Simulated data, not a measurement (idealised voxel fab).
Process module name: voxel wiring stack
The width of the displayed cross-section, cut, is 270 nm; its cells are square, with a size of 5 nm.
In this document a cross-section is written as a grid of square cells. It is given as a series of bands, listed from the top down, and a band is one or more rows of cells. Look at the band entry: it leads with the top's height and the bottom's height in nm. Then it lists the materials left to right, with a width in nm for each. The word "everywhere" on a single material says that material fills the band edge to edge. The word "blank" is empty space. Height reference: 0 = level under which incoming wafer is all one material. Lowest band: no bottom, runs on downward, e.g. "0 -> down". Read "30 to 40" as a graded width: first number on top, second number at the bottom, same change between each pair of neighbouring rows. "no alterations made" -> step changed no cross-section cell. Voids not open to the top, 8 cells minimum: see "Enclosed cavities". Written width x height at distance; distance is from the left edge; nm. Heads up: the bit after the settings on a step's line is the simulator's remark on that step. "overlay nm" denotes, for a step that has a mask, the displacement of the mask to the right of its planned place, with negative values corresponding to the left. Before/after cross-section pairs, one process step each; after shown to lowest changed band; step and settings beneath. Pairs may be from different runs of this module on the same starting wafer; a pair continues from the one above only where its "Pre-step cross-section" entry says so.

## Pre-step cross-section
- 150 -> 135: aC: 55; blank: 15; aC: 75; blank: 15; aC: 110
- 135 -> 115: SiO2 everywhere
- 115 -> 110: SiCN everywhere
- 110 -> 95: SiO2: 55; TiN: 5; Cu: 10; TiN: 5; SiO2: 25; TiN: 5; Cu: 10; TiN: 5; SiO2: 25; TiN: 5; Cu: 10; TiN: 5; SiO2: 25; TiN: 5; Cu: 10; TiN: 5; SiO2: 60
- 95 -> 90: SiO2: 55; TiN: 5; Cu: 5; TiN: 10; SiO2: 25; TiN: 5; Cu: 5; TiN: 10; SiO2: 25; TiN: 5; Cu: 5; TiN: 10; SiO2: 25; TiN: 5; Cu: 5; TiN: 10; SiO2: 60
- 90 -> 75: SiO2: 55; TiN: 5; Cu: 5; TiN: 5; SiO2: 30; TiN: 5; Cu: 5; TiN: 5; SiO2: 30; TiN: 5; Cu: 5; TiN: 5; SiO2: 30; TiN: 5; Cu: 5; TiN: 5; SiO2: 65
- 75 -> 70: SiCN: 55; TiN: 15; SiCN: 30; TiN: 15; SiCN: 30; TiN: 15; SiCN: 30; TiN: 15; SiCN: 65
- 70 -> 55: SiO2: 55; TiN: 5; Cu: 15; TiN: 5; SiO2: 20; TiN: 5; Cu: 10; TiN: 5; SiO2: 25; TiN: 5; Cu: 15; TiN: 5; SiO2: 20; TiN: 5; Cu: 10; TiN: 5; SiO2: 60
- 55 -> 50: SiO2: 55; TiN: 15; Cu: 5; TiN: 5; SiO2: 20; TiN: 20; SiO2: 25; TiN: 15; Cu: 5; TiN: 5; SiO2: 20; TiN: 20; SiO2: 60
- 50 -> 45: SiO2: 65; TiN: 5; Cu: 5; TiN: 5; SiO2: 75; TiN: 5; Cu: 5; TiN: 5; SiO2: 100
- 45 -> 40: SiO2: 65; TiN: 15; SiO2: 75; TiN: 15; SiO2: 100
- 40 -> 35: SiCN: 65; TiN: 10; SiCN: 80; TiN: 10; SiCN: 105
- 35 -> 15: SiO2: 55; TiN: 5; Cu: 10; TiN: 5; SiO2: 25; TiN: 5; Cu: 10; TiN: 5; SiO2: 25; TiN: 5; Cu: 10; TiN: 5; SiO2: 25; TiN: 5; Cu: 10; TiN: 5; SiO2: 60
- 15 -> 10: SiCN: 55; TiN: 20; SiCN: 25; TiN: 20; SiCN: 25; TiN: 20; SiCN: 25; TiN: 20; SiCN: 60
- 10 -> 0: SiO2 everywhere
- 0 -> down: Si everywhere
- Enclosed cavities: none

## Step Outcome
- 150 -> 135: aC: 55; blank: 15; aC: 75; blank: 15; aC: 110
- 135 -> 115: SiO2: 55; blank: 15; SiO2: 75; blank: 15; SiO2: 110
- Under 115: no change, same as before.
- Enclosed cavities: none
Going from the before section above to the after section, the step was DIRECTIONAL_ETCH (etch materials SiO2; depth nm 20)

Pre-step cross-section: after-state, pair directly above.

## Step Outcome
- 150 -> 135: aC: 55; blank: 15; aC: 75; blank: 15; aC: 110
- 135 -> 115: SiO2: 55; blank: 15; SiO2: 75; blank: 15; SiO2: 110
- 115 -> 110: SiCN: 55; blank: 15; SiCN: 75; blank: 15; SiCN: 110
- Under 110: no change, same as before.
- Enclosed cavities: none
Going from the before section above to the after section, the step was DIRECTIONAL_ETCH (etch materials SiCN; depth nm 5)

Pre-step cross-section: after-state, pair directly above.

## Step Outcome
- 135 -> 115: SiO2: 55; blank: 15; SiO2: 75; blank: 15; SiO2: 110
- Under 115: no change, same as before.
- Enclosed cavities: none
Going from the before section above to the after section, the step was STRIP (etch materials aC)

Pre-step cross-section: after-state, pair directly above.

## Step Outcome
- 140 -> 135: TiN: 60; blank: 5; TiN: 85; blank: 5; TiN: 115
- 135 -> 115: SiO2: 55; TiN: 5; blank: 5; TiN: 5; SiO2: 75; TiN: 5; blank: 5; TiN: 5; SiO2: 110
- 115 -> 110: SiCN: 55; TiN: 15; SiCN: 75; TiN: 15; SiCN: 110
- Under 110: no change, same as before.
- Enclosed cavities: none
Going from the before section above to the after section, the step was CONFORMAL_DEP (material TiN; thk nm 5)

Pre-step cross-section: after-state, pair directly above.

## Step Outcome
- 145 -> 140: Cu everywhere
- 140 -> 135: TiN: 60; Cu: 5; TiN: 85; Cu: 5; TiN: 115
- 135 -> 115: SiO2: 55; TiN: 5; Cu: 5; TiN: 5; SiO2: 75; TiN: 5; Cu: 5; TiN: 5; SiO2: 110
- Under 115: no change, same as before.
- Enclosed cavities: none
Going from the before section above to the after section, the step was FILL_DEP (material Cu; thk nm 5)

Pre-step cross-section: after-state, pair directly above.

## Step Outcome
- 135 -> 115: SiO2: 55; TiN: 5; Cu: 5; TiN: 5; SiO2: 75; TiN: 5; Cu: 5; TiN: 5; SiO2: 110
- Under 115: no change, same as before.
- Enclosed cavities: none
Going from the before section above to the after section, the step was CMP (height nm 135)

Pre-step cross-section: after-state, pair directly above.

## Step Outcome
- 140 -> 135: TiN everywhere
- Under 135: no change, same as before.
- Enclosed cavities: none
Going from the before section above to the after section, the step was DIRECTIONAL_DEP (material TiN; thk nm 5)

Pre-step cross-section: after-state, pair directly above.

## Step Outcome
- 165 -> 140: Ru everywhere
- Under 140: no change, same as before.
- Enclosed cavities: none
Going from the before section above to the after section, the step was DIRECTIONAL_DEP (material Ru; thk nm 25)

Pre-step cross-section: after-state, pair directly above.

## Step Outcome
- 185 -> 165: blank: 55; resist: 20; blank: 25; resist: 20; blank: 25; resist: 20; blank: 25; resist: 20; blank: 60
- Under 165: no change, same as before.
- Enclosed cavities: none
Going from the before section above to the after section, the step was PATTERN (tone cover; mask id METAL_4; material resist; width nm 20; pitch nm 45; thk nm 20; overlay nm 0)

Pre-step cross-section: after-state, pair directly above.

## Step Outcome
- 185 -> 165: blank: 55; resist: 20; blank: 25; resist: 20; blank: 25; resist: 20; blank: 25; resist: 20; blank: 60
- 165 -> 140: blank: 55; Ru: 20; blank: 25; Ru: 20; blank: 25; Ru: 20; blank: 25; Ru: 20; blank: 60
- Under 140: no change, same as before.
- Enclosed cavities: none
Going from the before section above to the after section, the step was DIRECTIONAL_ETCH (etch materials Ru; depth nm 25)

Pre-step cross-section: after-state, pair directly above.

## Step Outcome
- 185 -> 165: blank: 55; resist: 20; blank: 25; resist: 20; blank: 25; resist: 20; blank: 25; resist: 20; blank: 60
- 165 -> 140: blank: 55; Ru: 20; blank: 25; Ru: 20; blank: 25; Ru: 20; blank: 25; Ru: 20; blank: 60
- 140 -> 135: blank: 55; TiN: 20; blank: 25; TiN: 20; blank: 25; TiN: 20; blank: 25; TiN: 20; blank: 60
- Under 135: no change, same as before.
- Enclosed cavities: none
Going from the before section above to the after section, the step was DIRECTIONAL_ETCH (etch materials TiN; depth nm 5)

Pre-step cross-section: after-state, pair directly above.

## Step Outcome
- 165 -> 140: blank: 55; Ru: 20; blank: 25; Ru: 20; blank: 25; Ru: 20; blank: 25; Ru: 20; blank: 60
- Under 140: no change, same as before.
- Enclosed cavities: none
Going from the before section above to the after section, the step was STRIP (etch materials resist)

Pre-step cross-section: after-state, pair directly above.

## Step Outcome
- 170 -> 165: SiO2 everywhere
- 165 -> 140: SiO2: 55; Ru: 20; SiO2: 25; Ru: 20; SiO2: 25; Ru: 20; SiO2: 25; Ru: 20; SiO2: 60
- 140 -> 135: SiO2: 55; TiN: 20; SiO2: 25; TiN: 20; SiO2: 25; TiN: 20; SiO2: 25; TiN: 20; SiO2: 60
- Under 135: no change, same as before.
- Enclosed cavities: none
Going from the before section above to the after section, the step was FILL_DEP (material SiO2; thk nm 5)

Pre-step cross-section: after-state, pair directly above.

## Step Outcome
- 165 -> 140: SiO2: 55; Ru: 20; SiO2: 25; Ru: 20; SiO2: 25; Ru: 20; SiO2: 25; Ru: 20; SiO2: 60
- Under 140: no change, same as before.
- Enclosed cavities: none
Going from the before section above to the after section, the step was CMP (height nm 165)

Pre-step cross-section: after-state, pair directly above.

## Step Outcome
- 170 -> 165: SiCN everywhere
- Under 165: no change, same as before.
- Enclosed cavities: none
Going from the before section above to the after section, the step was CONFORMAL_DEP (material SiCN; thk nm 5)

## Pre-step cross-section
- 135 -> 115: SiO2: 55; blank: 15; SiO2: 75; blank: 15; SiO2: 110
- 115 -> 110: SiCN: 55; blank: 15; SiCN: 75; blank: 15; SiCN: 110
- 110 -> 95: SiO2: 55; TiN: 5; Cu: 10; TiN: 5; SiO2: 25; TiN: 5; Cu: 10; TiN: 5; SiO2: 25; TiN: 5; Cu: 10; TiN: 5; SiO2: 25; TiN: 5; Cu: 10; TiN: 5; SiO2: 60
- 95 -> 90: SiO2: 55; TiN: 5; Cu: 5; TiN: 10; SiO2: 25; TiN: 5; Cu: 5; TiN: 10; SiO2: 25; TiN: 5; Cu: 5; TiN: 10; SiO2: 25; TiN: 5; Cu: 5; TiN: 10; SiO2: 60
- 90 -> 75: SiO2: 55; TiN: 5; Cu: 5; TiN: 5; SiO2: 30; TiN: 5; Cu: 5; TiN: 5; SiO2: 30; TiN: 5; Cu: 5; TiN: 5; SiO2: 30; TiN: 5; Cu: 5; TiN: 5; SiO2: 65
- 75 -> 70: SiCN: 55; TiN: 15; SiCN: 30; TiN: 15; SiCN: 30; TiN: 15; SiCN: 30; TiN: 15; SiCN: 65
- 70 -> 55: SiO2: 55; TiN: 5; Cu: 10; TiN: 5; SiO2: 25; TiN: 5; Cu: 10; TiN: 5; SiO2: 25; TiN: 5; Cu: 10; TiN: 5; SiO2: 25; TiN: 5; Cu: 10; TiN: 5; SiO2: 60
- 55 -> 50: SiO2: 55; TiN: 5; Cu: 5; TiN: 10; SiO2: 25; TiN: 20; SiO2: 25; TiN: 5; Cu: 5; TiN: 10; SiO2: 25; TiN: 20; SiO2: 60
- 50 -> 40: SiO2: 55; TiN: 5; Cu: 5; TiN: 5; SiO2: 75; TiN: 5; Cu: 5; TiN: 5; SiO2: 110
- 40 -> 35: SiCN: 55; TiN: 15; SiCN: 75; TiN: 15; SiCN: 110
- 35 -> 15: SiO2: 55; TiN: 5; Cu: 10; TiN: 5; SiO2: 25; TiN: 5; Cu: 10; TiN: 5; SiO2: 25; TiN: 5; Cu: 10; TiN: 5; SiO2: 25; TiN: 5; Cu: 10; TiN: 5; SiO2: 60
- 15 -> 10: SiCN: 55; TiN: 20; SiCN: 25; TiN: 20; SiCN: 25; TiN: 20; SiCN: 25; TiN: 20; SiCN: 60
- 10 -> 0: SiO2 everywhere
- 0 -> down: Si everywhere
- Enclosed cavities: none

## Step Outcome
- 140 -> 135: SiCN: 60; blank: 5; SiCN: 85; blank: 5; SiCN: 115
- 135 -> 115: SiO2: 55; SiCN: 5; blank: 5; SiCN: 5; SiO2: 75; SiCN: 5; blank: 5; SiCN: 5; SiO2: 110
- 115 -> 110: SiCN everywhere
- Under 110: no change, same as before.
- Enclosed cavities: none
Going from the before section above to the after section, the step was CONFORMAL_DEP (material SiCN; thk nm 5)

Pre-step cross-section: after-state, pair directly above.

## Step Outcome
- 145 -> 140: Cu everywhere
- 140 -> 135: SiCN: 60; Cu: 5; SiCN: 85; Cu: 5; SiCN: 115
- 135 -> 115: SiO2: 55; SiCN: 5; Cu: 5; SiCN: 5; SiO2: 75; SiCN: 5; Cu: 5; SiCN: 5; SiO2: 110
- Under 115: no change, same as before.
- Enclosed cavities: none
Going from the before section above to the after section, the step was FILL_DEP (material Cu; thk nm 5)

Pre-step cross-section: after-state, pair directly above.

## Step Outcome
- 135 -> 115: SiO2: 55; SiCN: 5; Cu: 5; SiCN: 5; SiO2: 75; SiCN: 5; Cu: 5; SiCN: 5; SiO2: 110
- Under 115: no change, same as before.
- Enclosed cavities: none
Going from the before section above to the after section, the step was CMP (height nm 135)

Pre-step cross-section: after-state, pair directly above.

## Step Outcome
- 140 -> 135: TiN everywhere
- Under 135: no change, same as before.
- Enclosed cavities: none
Going from the before section above to the after section, the step was DIRECTIONAL_DEP (material TiN; thk nm 5)

Pre-step cross-section: after-state, pair directly above.

## Step Outcome
- 165 -> 140: Ru everywhere
- Under 140: no change, same as before.
- Enclosed cavities: none
Going from the before section above to the after section, the step was DIRECTIONAL_DEP (material Ru; thk nm 25)

Pre-step cross-section: after-state, pair directly above.

## Step Outcome
- 185 -> 165: blank: 55; resist: 20; blank: 25; resist: 20; blank: 25; resist: 20; blank: 25; resist: 20; blank: 60
- Under 165: no change, same as before.
- Enclosed cavities: none
Going from the before section above to the after section, the step was PATTERN (tone cover; mask id METAL_4; material resist; width nm 20; pitch nm 45; thk nm 20; overlay nm 0)

Pre-step cross-section: after-state, pair directly above.

## Step Outcome
- 185 -> 165: blank: 55; resist: 20; blank: 25; resist: 20; blank: 25; resist: 20; blank: 25; resist: 20; blank: 60
- 165 -> 140: blank: 55; Ru: 20; blank: 25; Ru: 20; blank: 25; Ru: 20; blank: 25; Ru: 20; blank: 60
- Under 140: no change, same as before.
- Enclosed cavities: none
Going from the before section above to the after section, the step was DIRECTIONAL_ETCH (etch materials Ru; depth nm 25)

Pre-step cross-section: after-state, pair directly above.

## Step Outcome
- 185 -> 165: blank: 55; resist: 20; blank: 25; resist: 20; blank: 25; resist: 20; blank: 25; resist: 20; blank: 60
- 165 -> 140: blank: 55; Ru: 20; blank: 25; Ru: 20; blank: 25; Ru: 20; blank: 25; Ru: 20; blank: 60
- 140 -> 135: blank: 55; TiN: 20; blank: 25; TiN: 20; blank: 25; TiN: 20; blank: 25; TiN: 20; blank: 60
- Under 135: no change, same as before.
- Enclosed cavities: none
Going from the before section above to the after section, the step was DIRECTIONAL_ETCH (etch materials TiN; depth nm 5)

Pre-step cross-section: after-state, pair directly above.

## Step Outcome
- 165 -> 140: blank: 55; Ru: 20; blank: 25; Ru: 20; blank: 25; Ru: 20; blank: 25; Ru: 20; blank: 60
- Under 140: no change, same as before.
- Enclosed cavities: none
Going from the before section above to the after section, the step was STRIP (etch materials resist)

Pre-step cross-section: after-state, pair directly above.

## Step Outcome
- 170 -> 165: SiO2 everywhere
- 165 -> 140: SiO2: 55; Ru: 20; SiO2: 25; Ru: 20; SiO2: 25; Ru: 20; SiO2: 25; Ru: 20; SiO2: 60
- 140 -> 135: SiO2: 55; TiN: 20; SiO2: 25; TiN: 20; SiO2: 25; TiN: 20; SiO2: 25; TiN: 20; SiO2: 60
- Under 135: no change, same as before.
- Enclosed cavities: none
Going from the before section above to the after section, the step was FILL_DEP (material SiO2; thk nm 5)

Pre-step cross-section: after-state, pair directly above.

## Step Outcome
- 165 -> 140: SiO2: 55; Ru: 20; SiO2: 25; Ru: 20; SiO2: 25; Ru: 20; SiO2: 25; Ru: 20; SiO2: 60
- Under 140: no change, same as before.
- Enclosed cavities: none
Going from the before section above to the after section, the step was CMP (height nm 165)

Pre-step cross-section: after-state, pair directly above.

## Step Outcome
- 170 -> 165: SiCN everywhere
- Under 165: no change, same as before.
- Enclosed cavities: none
Going from the before section above to the after section, the step was CONFORMAL_DEP (material SiCN; thk nm 5)

## Pre-step cross-section
- 80 -> 70: aC: 55; blank: 15; aC: 75; blank: 15; aC: 110
- 70 -> 50: SiO2: 55; blank: 15; SiO2: 75; blank: 15; SiO2: 110
- 50 -> 40: SiO2: 55; aC: 15; SiO2: 75; aC: 15; SiO2: 110
- 40 -> 35: SiCN everywhere
- 35 -> 15: SiO2: 55; TiN: 5; Cu: 10; TiN: 5; SiO2: 25; TiN: 5; Cu: 10; TiN: 5; SiO2: 25; TiN: 5; Cu: 10; TiN: 5; SiO2: 25; TiN: 5; Cu: 10; TiN: 5; SiO2: 60
- 15 -> 10: SiCN: 55; TiN: 20; SiCN: 25; TiN: 20; SiCN: 25; TiN: 20; SiCN: 25; TiN: 20; SiCN: 60
- 10 -> 0: SiO2 everywhere
- 0 -> down: Si everywhere
- Enclosed cavities: none

## Step Outcome
- 105 -> 80: blank: 55; resist: 20; blank: 25; resist: 20; blank: 25; resist: 20; blank: 25; resist: 20; blank: 60
- 80 -> 70: aC: 55; resist: 15; aC: 75; resist: 15; aC: 110
- 70 -> 50: SiO2: 55; resist: 15; SiO2: 75; resist: 15; SiO2: 110
- Under 50: no change, same as before.
- Enclosed cavities: none
Going from the before section above to the after section, the step was PATTERN (tone cover; mask id METAL_2; material resist; width nm 20; pitch nm 45; thk nm 25; overlay nm 0)

Pre-step cross-section: after-state, pair directly above.

## Step Outcome
- 95 -> 80: blank: 55; resist: 20; blank: 25; resist: 20; blank: 25; resist: 20; blank: 25; resist: 20; blank: 60
- 80 -> 70: blank: 55; resist: 15; aC: 5; blank: 25; aC: 20; blank: 25; resist: 15; aC: 5; blank: 25; aC: 20; blank: 60
- Under 70: no change, same as before.
- Enclosed cavities: none
Going from the before section above to the after section, the step was DIRECTIONAL_ETCH (etch materials aC; depth nm 10)

Pre-step cross-section: after-state, pair directly above.

## Step Outcome
- 80 -> 70: blank: 70; aC: 5; blank: 25; aC: 20; blank: 40; aC: 5; blank: 25; aC: 20; blank: 60
- 70 -> 50: SiO2: 55; blank: 15; SiO2: 75; blank: 15; SiO2: 110
- Under 50: no change, same as before.
- Enclosed cavities: none
Going from the before section above to the after section, the step was STRIP (etch materials resist)

Pre-step cross-section: after-state, pair directly above.

## Step Outcome
- 80 -> 70: blank: 70; aC: 5; blank: 25; aC: 20; blank: 40; aC: 5; blank: 25; aC: 20; blank: 60
- 70 -> 50: blank: 70; SiO2: 5; blank: 25; SiO2: 20; blank: 40; SiO2: 5; blank: 25; SiO2: 20; blank: 60
- Under 50: no change, same as before.
- Enclosed cavities: none
Going from the before section above to the after section, the step was DIRECTIONAL_ETCH (etch materials SiO2; depth nm 20)

Pre-step cross-section: after-state, pair directly above.

## Step Outcome
- 70 -> 50: blank: 70; SiO2: 5; blank: 25; SiO2: 20; blank: 40; SiO2: 5; blank: 25; SiO2: 20; blank: 60
- 50 -> 40: SiO2: 55; blank: 15; SiO2: 75; blank: 15; SiO2: 110
- Under 40: no change, same as before.
- Enclosed cavities: none
Going from the before section above to the after section, the step was STRIP (etch materials aC)

Pre-step cross-section: after-state, pair directly above.

## Step Outcome
- 75 -> 70: blank: 65; TiN: 15; blank: 15; TiN: 30; blank: 30; TiN: 15; blank: 15; TiN: 30; blank: 55
- 70 -> 55: blank: 65; TiN: 5; SiO2: 5; TiN: 5; blank: 15; TiN: 5; SiO2: 20; TiN: 5; blank: 30; TiN: 5; SiO2: 5; TiN: 5; blank: 15; TiN: 5; SiO2: 20; TiN: 5; blank: 55
- 55 -> 50: TiN: 60; blank: 5; TiN: 5; SiO2: 5; TiN: 25; SiO2: 20; TiN: 30; blank: 5; TiN: 5; SiO2: 5; TiN: 25; SiO2: 20; TiN: 60
- 50 -> 45: SiO2: 55; TiN: 5; blank: 5; TiN: 5; SiO2: 75; TiN: 5; blank: 5; TiN: 5; SiO2: 110
- 45 -> 40: SiO2: 55; TiN: 15; SiO2: 75; TiN: 15; SiO2: 110
- Under 40: no change, same as before.
- Enclosed cavities: none
Going from the before section above to the after section, the step was CONFORMAL_DEP (material TiN; thk nm 5)

Pre-step cross-section: after-state, pair directly above.

## Step Outcome
- 80 -> 75: Cu everywhere
- 75 -> 70: Cu: 65; TiN: 15; Cu: 15; TiN: 30; Cu: 30; TiN: 15; Cu: 15; TiN: 30; Cu: 55
- 70 -> 55: Cu: 65; TiN: 5; SiO2: 5; TiN: 5; Cu: 15; TiN: 5; SiO2: 20; TiN: 5; Cu: 30; TiN: 5; SiO2: 5; TiN: 5; Cu: 15; TiN: 5; SiO2: 20; TiN: 5; Cu: 55
- 55 -> 50: TiN: 60; Cu: 5; TiN: 5; SiO2: 5; TiN: 25; SiO2: 20; TiN: 30; Cu: 5; TiN: 5; SiO2: 5; TiN: 25; SiO2: 20; TiN: 60
- 50 -> 45: SiO2: 55; TiN: 5; Cu: 5; TiN: 5; SiO2: 75; TiN: 5; Cu: 5; TiN: 5; SiO2: 110
- Under 45: no change, same as before.
- Enclosed cavities: none
Going from the before section above to the after section, the step was FILL_DEP (material Cu; thk nm 5)

Pre-step cross-section: after-state, pair directly above.

## Step Outcome
- 70 -> 55: Cu: 65; TiN: 5; SiO2: 5; TiN: 5; Cu: 15; TiN: 5; SiO2: 20; TiN: 5; Cu: 30; TiN: 5; SiO2: 5; TiN: 5; Cu: 15; TiN: 5; SiO2: 20; TiN: 5; Cu: 55
- Under 55: no change, same as before.
- Enclosed cavities: none
Going from the before section above to the after section, the step was CMP (height nm 70)

Pre-step cross-section: after-state, pair directly above.

## Step Outcome
- 75 -> 70: SiCN everywhere
- Under 70: no change, same as before.
- Enclosed cavities: none
Going from the before section above to the after section, the step was CONFORMAL_DEP (material SiCN; thk nm 5)

Pre-step cross-section: after-state, pair directly above.

## Step Outcome
- 110 -> 75: SiO2 everywhere
- Under 75: no change, same as before.
- Enclosed cavities: none
Going from the before section above to the after section, the step was DIRECTIONAL_DEP (material SiO2; thk nm 35)

Pre-step cross-section: after-state, pair directly above.

## Step Outcome
- 125 -> 110: resist: 55; blank: 15; resist: 30; blank: 15; resist: 30; blank: 15; resist: 30; blank: 15; resist: 65
- Under 110: no change, same as before.
- Enclosed cavities: none
Going from the before section above to the after section, the step was PATTERN (tone open; mask id METAL_3_HOLES; material resist; width nm 15; pitch nm 45; thk nm 15; overlay nm 0)

Pre-step cross-section: after-state, pair directly above.

## Step Outcome
- 125 -> 110: resist: 55; blank: 15; resist: 30; blank: 15; resist: 30; blank: 15; resist: 30; blank: 15; resist: 65
- 110 -> 75: SiO2: 55; blank: 15; SiO2: 30; blank: 15; SiO2: 30; blank: 15; SiO2: 30; blank: 15; SiO2: 65
- Under 75: no change, same as before.
- Enclosed cavities: none
Going from the before section above to the after section, the step was DIRECTIONAL_ETCH (etch materials SiO2; depth nm 35)

Pre-step cross-section: after-state, pair directly above.

## Step Outcome
- 110 -> 75: SiO2: 55; blank: 15; SiO2: 30; blank: 15; SiO2: 30; blank: 15; SiO2: 30; blank: 15; SiO2: 65
- Under 75: no change, same as before.
- Enclosed cavities: none
Going from the before section above to the after section, the step was STRIP (etch materials resist)

Pre-step cross-section: after-state, pair directly above.

## Step Outcome
- 125 -> 110: resist: 55; blank: 20; resist: 25; blank: 20; resist: 25; blank: 20; resist: 25; blank: 20; resist: 60
- Under 110: no change, same as before.
- Enclosed cavities: none
Going from the before section above to the after section, the step was PATTERN (tone open; mask id METAL_3; material resist; width nm 20; pitch nm 45; thk nm 15; overlay nm 0)

Pre-step cross-section: after-state, pair directly above.

## Step Outcome
- 125 -> 110: resist: 55; blank: 20; resist: 25; blank: 20; resist: 25; blank: 20; resist: 25; blank: 20; resist: 60
- 110 -> 90: SiO2: 55; blank: 20; SiO2: 25; blank: 20; SiO2: 25; blank: 20; SiO2: 25; blank: 20; SiO2: 60
- Under 90: no change, same as before.
- Enclosed cavities: none
Going from the before section above to the after section, the step was DIRECTIONAL_ETCH (etch materials SiO2; depth nm 20)

Pre-step cross-section: after-state, pair directly above.

## Step Outcome
- 125 -> 110: resist: 55; blank: 20; resist: 25; blank: 20; resist: 25; blank: 20; resist: 25; blank: 20; resist: 60
- 110 -> 90: SiO2: 55; blank: 20; SiO2: 25; blank: 20; SiO2: 25; blank: 20; SiO2: 25; blank: 20; SiO2: 60
- 90 -> 75: SiO2: 55; blank: 15; SiO2: 30; blank: 15; SiO2: 30; blank: 15; SiO2: 30; blank: 15; SiO2: 65
- 75 -> 70: SiCN: 55; blank: 15; SiCN: 30; blank: 15; SiCN: 30; blank: 15; SiCN: 30; blank: 15; SiCN: 65
- Under 70: no change, same as before.
- Enclosed cavities: none
Going from the before section above to the after section, the step was DIRECTIONAL_ETCH (etch materials SiCN; depth nm 5)

Pre-step cross-section: after-state, pair directly above.

## Step Outcome
- 110 -> 90: SiO2: 55; blank: 20; SiO2: 25; blank: 20; SiO2: 25; blank: 20; SiO2: 25; blank: 20; SiO2: 60
- Under 90: no change, same as before.
- Enclosed cavities: none
Going from the before section above to the after section, the step was STRIP (etch materials resist)

Pre-step cross-section: after-state, pair directly above.

## Step Outcome
- 115 -> 110: TiN: 60; blank: 10; TiN: 35; blank: 10; TiN: 35; blank: 10; TiN: 35; blank: 10; TiN: 65
- 110 -> 95: SiO2: 55; TiN: 5; blank: 10; TiN: 5; SiO2: 25; TiN: 5; blank: 10; TiN: 5; SiO2: 25; TiN: 5; blank: 10; TiN: 5; SiO2: 25; TiN: 5; blank: 10; TiN: 5; SiO2: 60
- 95 -> 90: SiO2: 55; TiN: 5; blank: 5; TiN: 10; SiO2: 25; TiN: 5; blank: 5; TiN: 10; SiO2: 25; TiN: 5; blank: 5; TiN: 10; SiO2: 25; TiN: 5; blank: 5; TiN: 10; SiO2: 60
- 90 -> 75: SiO2: 55; TiN: 5; blank: 5; TiN: 5; SiO2: 30; TiN: 5; blank: 5; TiN: 5; SiO2: 30; TiN: 5; blank: 5; TiN: 5; SiO2: 30; TiN: 5; blank: 5; TiN: 5; SiO2: 65
- 75 -> 70: SiCN: 55; TiN: 15; SiCN: 30; TiN: 15; SiCN: 30; TiN: 15; SiCN: 30; TiN: 15; SiCN: 65
- Under 70: no change, same as before.
- Enclosed cavities: none
Going from the before section above to the after section, the step was CONFORMAL_DEP (material TiN; thk nm 5)

Pre-step cross-section: after-state, pair directly above.

## Step Outcome
- 120 -> 115: Cu everywhere
- 115 -> 110: TiN: 60; Cu: 10; TiN: 35; Cu: 10; TiN: 35; Cu: 10; TiN: 35; Cu: 10; TiN: 65
- 110 -> 95: SiO2: 55; TiN: 5; Cu: 10; TiN: 5; SiO2: 25; TiN: 5; Cu: 10; TiN: 5; SiO2: 25; TiN: 5; Cu: 10; TiN: 5; SiO2: 25; TiN: 5; Cu: 10; TiN: 5; SiO2: 60
- 95 -> 90: SiO2: 55; TiN: 5; Cu: 5; TiN: 10; SiO2: 25; TiN: 5; Cu: 5; TiN: 10; SiO2: 25; TiN: 5; Cu: 5; TiN: 10; SiO2: 25; TiN: 5; Cu: 5; TiN: 10; SiO2: 60
- 90 -> 75: SiO2: 55; TiN: 5; Cu: 5; TiN: 5; SiO2: 30; TiN: 5; Cu: 5; TiN: 5; SiO2: 30; TiN: 5; Cu: 5; TiN: 5; SiO2: 30; TiN: 5; Cu: 5; TiN: 5; SiO2: 65
- Under 75: no change, same as before.
- Enclosed cavities: none
Going from the before section above to the after section, the step was FILL_DEP (material Cu; thk nm 5)

Pre-step cross-section: after-state, pair directly above.

## Step Outcome
- 110 -> 95: SiO2: 55; TiN: 5; Cu: 10; TiN: 5; SiO2: 25; TiN: 5; Cu: 10; TiN: 5; SiO2: 25; TiN: 5; Cu: 10; TiN: 5; SiO2: 25; TiN: 5; Cu: 10; TiN: 5; SiO2: 60
- Under 95: no change, same as before.
- Enclosed cavities: none
Going from the before section above to the after section, the step was CMP (height nm 110)

Pre-step cross-section: after-state, pair directly above.

## Step Outcome
- 115 -> 110: SiCN everywhere
- Under 110: no change, same as before.
- Enclosed cavities: none
Going from the before section above to the after section, the step was CONFORMAL_DEP (material SiCN; thk nm 5)

Pre-step cross-section: after-state, pair directly above.

## Step Outcome
- 135 -> 115: SiO2 everywhere
- Under 115: no change, same as before.
- Enclosed cavities: none
Going from the before section above to the after section, the step was DIRECTIONAL_DEP (material SiO2; thk nm 20)

Pre-step cross-section: after-state, pair directly above.

## Step Outcome
- 150 -> 135: aC everywhere
- Under 135: no change, same as before.
- Enclosed cavities: none
Going from the before section above to the after section, the step was DIRECTIONAL_DEP (material aC; thk nm 15)

Pre-step cross-section: after-state, pair directly above.

## Step Outcome
- 185 -> 150: resist: 55; blank: 15; resist: 75; blank: 15; resist: 110
- Under 150: no change, same as before.
- Enclosed cavities: none
Going from the before section above to the after section, the step was PATTERN (tone open; mask id PLUG_3; material resist; width nm 15; pitch nm 90; thk nm 35; overlay nm 0)

Pre-step cross-section: after-state, pair directly above.

## Step Outcome
- 170 -> 150: resist: 55; blank: 15; resist: 75; blank: 15; resist: 110
- 150 -> 135: aC: 55; blank: 15; aC: 75; blank: 15; aC: 110
- Under 135: no change, same as before.
- Enclosed cavities: none
Going from the before section above to the after section, the step was DIRECTIONAL_ETCH (etch materials aC; depth nm 15)

Pre-step cross-section: after-state, pair directly above.

## Step Outcome
- 150 -> 135: aC: 55; blank: 15; aC: 75; blank: 15; aC: 110
- Under 135: no change, same as before.
- Enclosed cavities: none
Going from the before section above to the after section, the step was STRIP (etch materials resist)

Pre-step cross-section: after-state, pair directly above.

## Step Outcome
- 150 -> 135: aC: 55; blank: 15; aC: 75; blank: 15; aC: 110
- 135 -> 115: SiO2: 55; blank: 15; SiO2: 75; blank: 15; SiO2: 110
- Under 115: no change, same as before.
- Enclosed cavities: none
Going from the before section above to the after section, the step was DIRECTIONAL_ETCH (etch materials SiO2; depth nm 20)

Pre-step cross-section: after-state, pair directly above.

## Step Outcome
- 150 -> 135: aC: 55; blank: 15; aC: 75; blank: 15; aC: 110
- 135 -> 115: SiO2: 55; blank: 15; SiO2: 75; blank: 15; SiO2: 110
- 115 -> 110: SiCN: 55; blank: 15; SiCN: 75; blank: 15; SiCN: 110
- Under 110: no change, same as before.
- Enclosed cavities: none
Going from the before section above to the after section, the step was DIRECTIONAL_ETCH (etch materials SiCN; depth nm 5)
